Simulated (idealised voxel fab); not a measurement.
This section sets out a process module, namely voxel capacitor over wiring.
In the cross-section labelled cut, the width is 270 nm and each square cell is 5 nm.
Reading order for cross-sections: top band down to bottom band. Underlying form: a grid of square cells. Band size: one or more rows of cells.
For a band, the entry starts with two heights in nm, that of the top and then that of the bottom, and carries on with the band's materials in order from left to right, each alongside its width in nm; the word "everywhere" beside a single material means it fills the band edge to edge, and "empty" means empty space.
A quick word on heights: they are counted from 0, and under that level the wafer as it came to us is one material throughout. The lowest band is different from the rest in having no bottom; it simply continues downward, written as in "0 down".
Top row gets the first number, bottom row gets the second, and each row in between changes by the same step: that is how a band width like "30..40" works.
"nothing changed" (step): cross-section cells unchanged, all of them.
Look at "Tabulated closed voids" for the closed voids: empty spaces with no open path to the top, sized 8 cells or up. Each is width x height at distance, distance from the left edge, all nm.
It should be noted that, on the line of a given step, the content following the step's settings is a remark produced by the simulator itself with respect to that step.
Each step line may optionally specify "overlay nm", which for a step with a mask gives the rightward distance between the mask's planned place and where it lay, a negative value indicating the leftward direction.
-- The process steps that were planned are listed below
| 1 | RECEIVE with material Si |
| 2 | CONFORMAL_DEP with material SiO2, thk nm 15 |
| 3 | CONFORMAL_DEP with material SiCN, thk nm 5 |
| 4 | DIRECTIONAL_DEP with material SiO2, thk nm 25 |
| 5 | MASKED_ETCH with tone open, mask id METAL_1, width nm 20, pitch nm 90, etch materials SiO2, depth nm 25, overlay nm 0 |
| 6 | MASKED_ETCH with tone open, mask id METAL_1, width nm 20, pitch nm 90, etch materials SiCN, depth nm 5, overlay nm 0 |
| 7 | CONFORMAL_DEP with material TiN, thk nm 5 |
| 8 | FILL_DEP with material Cu, thk nm 10 |
| 9 | CMP with height nm 45 |
| 10 | EPI with material Ru, thk nm 5 |
| 11 | FILL_DEP with material SiCN, thk nm 5 |
| 12 | DIRECTIONAL_DEP with material lowk, thk nm 10 |
| 13 | MASKED_ETCH with tone open, mask id PLUG_1, width nm 15, etch materials lowk, depth nm 10, overlay nm 0 |
| 14 | MASKED_ETCH with tone open, mask id PLUG_1, width nm 15, etch materials SiCN, depth nm 5, overlay nm 0 |
| 15 | CONFORMAL_DEP with material TiN, thk nm 5 |
| 16 | FILL_DEP with material W, thk nm 10 |
| 17 | CMP with height nm 65 |
| 18 | DIRECTIONAL_DEP with material TiN, thk nm 5 |
| 19 | DIRECTIONAL_DEP with material HfO2, thk nm 5 |
| 20 | DIRECTIONAL_DEP with material TiN, thk nm 10 |
| 21 | MASKED_ETCH with tone cover, mask id UPPER_PLATE, width nm 75, etch materials TiN, depth nm 10, overlay nm 0 |
| 22 | MASKED_ETCH with tone cover, mask id UPPER_PLATE, width nm 75, etch materials HfO2, depth nm 5, overlay nm 0 |
| 23 | MASKED_ETCH with tone cover, mask id LOWER_PLATE, width nm 85, etch materials TiN, depth nm 5, overlay nm 0 |
| 24 | FILL_DEP with material SiO2, thk nm 20 |
| 25 | CMP with height nm 100 |
| 26 | MASKED_ETCH with tone open, mask id PLUG_2, width nm 15, etch materials SiO2, depth nm 15, overlay nm 0 |
| 27 | CONFORMAL_DEP with material TiN, thk nm 5 |
| 28 | FILL_DEP with material W, thk nm 10 |
| 29 | CMP with height nm 100 |
| 30 | CONFORMAL_DEP with material SiCN, thk nm 5 |
-- The first of two wafers, run as planned
-- Delivered wafer in cross-section: state after step 1
0 down: Si everywhere
Tabulated closed voids: none
-- Presented here is a cross-section of the wafer after step 2 has been performed
15 to 0: SiO2 everywhere
All layers under 0 are left as they were.
-- Presented here is a cross-section of the wafer after step 3 has been performed
20 to 15: SiCN everywhere
All layers under 15 are left as they were.
-- Presented here is a cross-section of the wafer after step 4 has been performed
45 to 20: SiO2 everywhere
All layers under 20 are left as they were.
-- Presented here is a cross-section of the wafer after step 5 has been performed
45 to 20: SiO2: 80, empty: 20, SiO2: 70, empty: 20, SiO2: 80
All layers under 20 are left as they were.
-- Presented here is a cross-section of the wafer after step 6 has been performed
45 to 20: SiO2: 80, empty: 20, SiO2: 70, empty: 20, SiO2: 80
20 to 15: SiCN: 80, empty: 20, SiCN: 70, empty: 20, SiCN: 80
All layers under 15 are left as they were.
-- Presented here is a cross-section of the wafer after step 7 has been performed
50 to 45: TiN: 85, empty: 10, TiN: 80, empty: 10, TiN: 85
45 to 20: SiO2: 80, TiN: 5, empty: 10, TiN: 5, SiO2: 70, TiN: 5, empty: 10, TiN: 5, SiO2: 80
20 to 15: SiCN: 80, TiN: 20, SiCN: 70, TiN: 20, SiCN: 80
All layers under 15 are left as they were.
-- Presented here is a cross-section of the wafer after step 8 has been performed
60 to 50: Cu everywhere
50 to 45: TiN: 85, Cu: 10, TiN: 80, Cu: 10, TiN: 85
45 to 20: SiO2: 80, TiN: 5, Cu: 10, TiN: 5, SiO2: 70, TiN: 5, Cu: 10, TiN: 5, SiO2: 80
All layers under 20 are left as they were.
-- Presented here is a cross-section of the wafer after step 9 has been performed
45 to 20: SiO2: 80, TiN: 5, Cu: 10, TiN: 5, SiO2: 70, TiN: 5, Cu: 10, TiN: 5, SiO2: 80
All layers under 20 are left as they were.
-- Presented here is a cross-section of the wafer after step 10 has been performed
50 to 45: empty: 75, Ru: 30, empty: 60, Ru: 30, empty: 75
All layers under 45 are left as they were.
-- Presented here is a cross-section of the wafer after step 11 has been performed
55 to 50: SiCN everywhere
50 to 45: SiCN: 75, Ru: 30, SiCN: 60, Ru: 30, SiCN: 75
All layers under 45 are left as they were.
-- Presented here is a cross-section of the wafer after step 12 has been performed
65 to 55: lowk everywhere
All layers under 55 are left as they were.
-- Presented here is a cross-section of the wafer after step 13 has been performed
65 to 55: lowk: 85, empty: 15, lowk: 170
All layers under 55 are left as they were.
-- Presented here is a cross-section of the wafer after step 14 has been performed
65 to 55: lowk: 85, empty: 15, lowk: 170
55 to 50: SiCN: 85, empty: 15, SiCN: 170
All layers under 50 are left as they were.
-- Presented here is a cross-section of the wafer after step 15 has been performed
70 to 65: TiN: 90, empty: 5, TiN: 175
65 to 55: lowk: 85, TiN: 5, empty: 5, TiN: 5, lowk: 170
55 to 50: SiCN: 85, TiN: 15, SiCN: 170
All layers under 50 are left as they were.
-- Presented here is a cross-section of the wafer after step 16 has been performed
80 to 70: W everywhere
70 to 65: TiN: 90, W: 5, TiN: 175
65 to 55: lowk: 85, TiN: 5, W: 5, TiN: 5, lowk: 170
All layers under 55 are left as they were.
-- Presented here is a cross-section of the wafer after step 17 has been performed
65 to 55: lowk: 85, TiN: 5, W: 5, TiN: 5, lowk: 170
All layers under 55 are left as they were.
-- Presented here is a cross-section of the wafer after step 18 has been performed
70 to 65: TiN everywhere
All layers under 65 are left as they were.
-- Presented here is a cross-section of the wafer after step 19 has been performed
75 to 70: HfO2 everywhere
All layers under 70 are left as they were.
-- Presented here is a cross-section of the wafer after step 20 has been performed
85 to 75: TiN everywhere
All layers under 75 are left as they were.
-- Presented here is a cross-section of the wafer after step 21 has been performed
85 to 75: empty: 85, TiN: 75, empty: 110
All layers under 75 are left as they were.
-- Presented here is a cross-section of the wafer after step 22 has been performed
85 to 75: empty: 85, TiN: 75, empty: 110
75 to 70: empty: 85, HfO2: 75, empty: 110
All layers under 70 are left as they were.
-- Presented here is a cross-section of the wafer after step 23 has been performed
85 to 75: empty: 85, TiN: 75, empty: 110
75 to 70: empty: 85, HfO2: 75, empty: 110
70 to 65: empty: 80, TiN: 85, empty: 105
All layers under 65 are left as they were.
-- Presented here is a cross-section of the wafer after step 24 has been performed
105 to 85: SiO2 everywhere
85 to 75: SiO2: 85, TiN: 75, SiO2: 110
75 to 70: SiO2: 85, HfO2: 75, SiO2: 110
70 to 65: SiO2: 80, TiN: 85, SiO2: 105
All layers under 65 are left as they were.
-- Presented here is a cross-section of the wafer after step 25 has been performed
100 to 85: SiO2 everywhere
All layers under 85 are left as they were.
-- Presented here is a cross-section of the wafer after step 26 has been performed
100 to 85: SiO2: 95, empty: 15, SiO2: 160
All layers under 85 are left as they were.
-- Presented here is a cross-section of the wafer after step 27 has been performed
105 to 100: TiN: 100, empty: 5, TiN: 165
100 to 90: SiO2: 95, TiN: 5, empty: 5, TiN: 5, SiO2: 160
90 to 85: SiO2: 95, TiN: 15, SiO2: 160
All layers under 85 are left as they were.
-- Presented here is a cross-section of the wafer after step 28 has been performed
115 to 105: W everywhere
105 to 100: TiN: 100, W: 5, TiN: 165
100 to 90: SiO2: 95, TiN: 5, W: 5, TiN: 5, SiO2: 160
All layers under 90 are left as they were.
-- Presented here is a cross-section of the wafer after step 29 has been performed
100 to 90: SiO2: 95, TiN: 5, W: 5, TiN: 5, SiO2: 160
All layers under 90 are left as they were.
-- Presented here is a cross-section of the wafer after step 30 has been performed
105 to 100: SiCN everywhere
All layers under 100 are left as they were.
-- Wafer two. Same start, same plan, one slip in execution. Same as wafer one through step 25, inclusive
-- The second wafer in cross-section, at the planned close of step 26
100 to 85: empty: 95, SiO2: 15, empty: 160
All layers under 85 are left as they were.
-- The second wafer in cross-section, at the planned close of step 27
105 to 100: empty: 90, TiN: 25, empty: 155
100 to 90: empty: 90, TiN: 5, SiO2: 15, TiN: 5, empty: 155
90 to 85: TiN: 95, SiO2: 15, TiN: 160
All layers under 85 are left as they were.
-- The second wafer in cross-section, at the planned close of step 28
115 to 105: W everywhere
105 to 100: W: 90, TiN: 25, W: 155
100 to 90: W: 90, TiN: 5, SiO2: 15, TiN: 5, W: 155
All layers under 90 are left as they were.
-- The second wafer in cross-section, at the planned close of step 29
100 to 90: W: 90, TiN: 5, SiO2: 15, TiN: 5, W: 155
All layers under 90 are left as they were.
-- The second wafer in cross-section, at the planned close of step 30
105 to 100: SiCN everywhere
All layers under 100 are left as they were.
What was done differently from what was planned? contrary to plan, step 26 was performed as MASKED_ETCH with tone cover, mask id PLUG_2, width nm 15, etch materials SiO2, depth nm 15, overlay nm 0
Heads up, by the end the second wafer has more or fewer cells of some materials compared to the first: 144 fewer of SiO2, 48 more of TiN, 96 more of W
